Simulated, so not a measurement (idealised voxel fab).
Title: Process Module voxel wiring stack
Cross-sectional view cut (width: 160 nm; square cell size: 5 nm).
The cross-sections in this document take the form of a grid made of square cells. They are written out as bands, in order from top to bottom. Each band consists of one or more rows of cells. First you get the band's top height and its bottom height, in nm, and then the materials it's made of, left to right, with each width in nm. If you see a single material with "throughout", that one covers the band edge to edge. "air" is empty space. Measure heights from 0. That's the level where, below it, the as-received wafer is all one material. The lowest band is bottomless and extends downward; write it as in "from 0 down". The two numbers in a width such as "30->40" mark its ends across the band: the first belongs to the top row of cells, the second to the bottom row, and from each row to the next the width moves by the same amount. Any step labelled "all unchanged" changed none of the cells in the cross-section. "Closed void register" lists enclosed empty spaces (at least 8 cells, no open path upward to the top), each as width x height at distance from the left edge, in nm. Whatever follows a step's settings on its line is a remark the simulator itself makes about that step. When a step includes a mask, the "overlay nm" setting on its line states how far to the right of its planned place that mask lay, and negative values state how far to the left.

**Steps in the process plan**
step 1: RECEIVE (material Si)
step 2: CONFORMAL_DEP (material SiO2; thk nm 10)
step 3: CONFORMAL_DEP (material SiN; thk nm 5)
step 4: DIRECTIONAL_DEP (material SiO2; thk nm 20)
step 5: DIRECTIONAL_DEP (material aC; thk nm 15)
step 6: PATTERN (tone open; mask id METAL_1; material resist; width nm 25; pitch nm 45; thk nm 30; overlay nm 0)
step 7: DIRECTIONAL_ETCH (etch materials aC; depth nm 15)
step 8: STRIP (etch materials resist)
step 9: DIRECTIONAL_ETCH (etch materials SiO2; depth nm 20)
step 10: DIRECTIONAL_ETCH (etch materials SiN; depth nm 5)
step 11: STRIP (etch materials aC)
step 12: CONFORMAL_DEP (material TiN; thk nm 5)
step 13: FILL_DEP (material Ru; thk nm 5)
step 14: CMP (height nm 35)
step 15: CONFORMAL_DEP (material SiCN; thk nm 5)
step 16: DIRECTIONAL_DEP (material lowk; thk nm 20)
step 17: DIRECTIONAL_DEP (material aC; thk nm 10)
step 18: PATTERN (tone open; mask id PLUG_1; material resist; width nm 15; thk nm 30; overlay nm 0)
step 19: DIRECTIONAL_ETCH (etch materials aC; depth nm 10)
step 20: STRIP (etch materials resist)
step 21: DIRECTIONAL_ETCH (etch materials lowk; depth nm 20)
step 22: DIRECTIONAL_ETCH (etch materials SiCN; depth nm 5)
step 23: STRIP (etch materials aC)
step 24: EPI (material Ru; thk nm 10)
step 25: EPI (material Ru; thk nm 10)
step 26: EPI (material Ru; thk nm 5)
step 27: DIRECTIONAL_DEP (material TiN; thk nm 5)
step 28: DIRECTIONAL_DEP (material Ru; thk nm 20)
step 29: MASKED_ETCH (tone cover; mask id METAL_2; width nm 25; pitch nm 45; etch materials Ru; depth nm 20; overlay nm 0)
step 30: MASKED_ETCH (tone cover; mask id METAL_2; width nm 25; pitch nm 45; etch materials TiN; depth nm 5; overlay nm 0)
step 31: FILL_DEP (material SiO2; thk nm 10)
step 32: CMP (height nm 85)
step 33: CONFORMAL_DEP (material SiCN; thk nm 5)
step 34: DIRECTIONAL_DEP (material lowk; thk nm 35)
step 35: DIRECTIONAL_DEP (material aC; thk nm 15)
step 36: PATTERN (tone open; mask id METAL_3_HOLES; material resist; width nm 15; thk nm 35; overlay nm 0)
step 37: DIRECTIONAL_ETCH (etch materials aC; depth nm 15)
step 38: STRIP (etch materials resist)
step 39: DIRECTIONAL_ETCH (etch materials lowk; depth nm 35)
step 40: STRIP (etch materials aC)
step 41: PATTERN (tone open; mask id METAL_3; material resist; width nm 25; pitch nm 45; thk nm 20; overlay nm 0)
step 42: DIRECTIONAL_ETCH (etch materials lowk; depth nm 20)
step 43: DIRECTIONAL_ETCH (etch materials SiCN; depth nm 5)
step 44: STRIP (etch materials resist)
step 45: CONFORMAL_DEP (material TiN; thk nm 5)
step 46: FILL_DEP (material Cu; thk nm 10)
step 47: CMP (height nm 125)
step 48: CONFORMAL_DEP (material SiCN; thk nm 5)

**Cross-section of the wafer at receipt, which is the condition after step 1**
  from 0 down: Si throughout
  Closed void register: none

**Cross-section, first of two wafers, end of module, run as planned**
  from 130 to 125: SiCN throughout
  from 125 to 110: 45 lowk; 5 TiN; 15 Cu; 5 TiN; 20 lowk; 5 TiN; 15 Cu; 5 TiN; 45 lowk
  from 110 to 105: 45 lowk; 5 TiN; 5 Cu; 15 TiN; 20 lowk; 25 TiN; 45 lowk
  from 105 to 90: 45 lowk; 5 TiN; 5 Cu; 5 TiN; 100 lowk
  from 90 to 85: 45 SiCN; 15 TiN; 100 SiCN
  from 85 to 65: 45 SiO2; 25 Ru; 20 SiO2; 25 Ru; 45 SiO2
  from 65 to 60: 45 SiO2; 25 TiN; 20 SiO2; 25 TiN; 45 SiO2
  from 60 to 40: 45 lowk; 15 Ru; 100 lowk
  from 40 to 35: 45 SiCN; 15 Ru; 100 SiCN
  from 35 to 15: 45 SiO2; 5 TiN; 15 Ru; 5 TiN; 20 SiO2; 5 TiN; 15 Ru; 5 TiN; 45 SiO2
  from 15 to 10: 45 SiN; 25 TiN; 20 SiN; 25 TiN; 45 SiN
  from 10 to 0: SiO2 throughout
  from 0 down: Si throughout
  Closed void register: none

**What the second wafer looks like in cross-section once the module is done. Its start and its plan matched the first wafer's exactly; what differed was one mistake in how it was run**
  from 130 to 125: SiCN throughout
  from 125 to 110: 45 lowk; 5 TiN; 15 Cu; 5 TiN; 20 lowk; 5 TiN; 15 Cu; 5 TiN; 45 lowk
  from 110 to 105: 45 lowk; 5 TiN; 5 Cu; 15 TiN; 20 lowk; 25 TiN; 45 lowk
  from 105 to 90: 45 lowk; 5 TiN; 5 Cu; 5 TiN; 100 lowk
  from 90 to 85: 45 SiCN; 15 TiN; 100 SiCN
  from 85 to 65: 45 SiO2; 25 Ru; 20 SiO2; 25 Ru; 45 SiO2
  from 65 to 60: 45 SiO2; 25 TiN; 20 SiO2; 25 TiN; 45 SiO2
  from 60 to 40: 45 lowk; 15 Ru; 100 lowk
  from 40 to 35: 45 SiCN; 15 Ru; 100 SiCN
  from 35 to 30: 50 TiN; 15 Ru; 30 TiN; 15 Ru; 50 TiN
  from 30 to 15: 45 SiO2; 5 TiN; 15 Ru; 5 TiN; 20 SiO2; 5 TiN; 15 Ru; 5 TiN; 45 SiO2
  from 15 to 10: 45 SiO2; 25 TiN; 20 SiO2; 25 TiN; 45 SiO2
  from 10 to 0: SiO2 throughout
  from 0 down: Si throughout
  Closed void register: none
Deviation noted in wafer processing: plan step 3: skipped, not run
The closing comparison, in cells, has the second wafer with more or fewer of some materials than the first: SiN: 22 fewer, TiN: 22 more
